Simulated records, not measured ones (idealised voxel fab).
process module | voxel lift off
cross-section cut | 155 nm wide | cells 5 nm
A cross-section is a grid of square cells, given in bands from the top down. A band is one or more rows of cells.
Each band's line starts with the height of the band's top and of its bottom, in nm. Then come its materials from left to right, each with its width in nm. One material with "throughout" fills the band from edge to edge. "air" is empty space.
Height 0 is the level under which the wafer as received is all one material. The lowest band goes on downwards, as in "0 down".
A width such as "30 to 40" changes by the same amount from each row of cells to the next, from the band's top row to its bottom row.
"no change" after a step means that no cell of the cross-section changed.
closed voids: empty space of 8 cells or more with no open way to the top, each as width x height at its distance from the left edge, in nm
after a step's settings: what the simulator itself notes on the step
overlay nm, on a step with a mask: how far to the right of its planned place the mask lay; to the left if negative
plan
1 op RECEIVE | material Si
2 op CONFORMAL_DEP | material SiN | thk nm 10
3 op PATTERN | tone open | mask id LINES | material resist | width nm 25 | pitch nm 40 | thk nm 30 | overlay nm 0
4 op DIRECTIONAL_DEP | material Ru | thk nm 15
5 op STRIP | etch materials resist
6 op CONFORMAL_DEP | material SiCN | thk nm 5
as received, after step 1
  0 down: Si throughout
  closed voids: none
a wafer at the end: this start, this plan, one mistake
  30 to 25: air 25 | SiCN 35 | air 5 | SiCN 35 | air 5 | SiCN 35 | air 15
  25 to 15: air 25 | SiCN 5 | Ru 25 | SiCN 5 | air 5 | SiCN 5 | Ru 25 | SiCN 5 | air 5 | SiCN 5 | Ru 25 | SiCN 5 | air 15
  15 to 10: SiCN 30 | Ru 25 | SiCN 15 | Ru 25 | SiCN 15 | Ru 25 | SiCN 20
  10 to 0: SiN throughout
  0 down: Si throughout
  closed voids: none
what went wrong: step 3 ran as: op PATTERN | tone open | mask id LINES | material resist | width nm 25 | pitch nm 40 | thk nm 30 | overlay nm 5
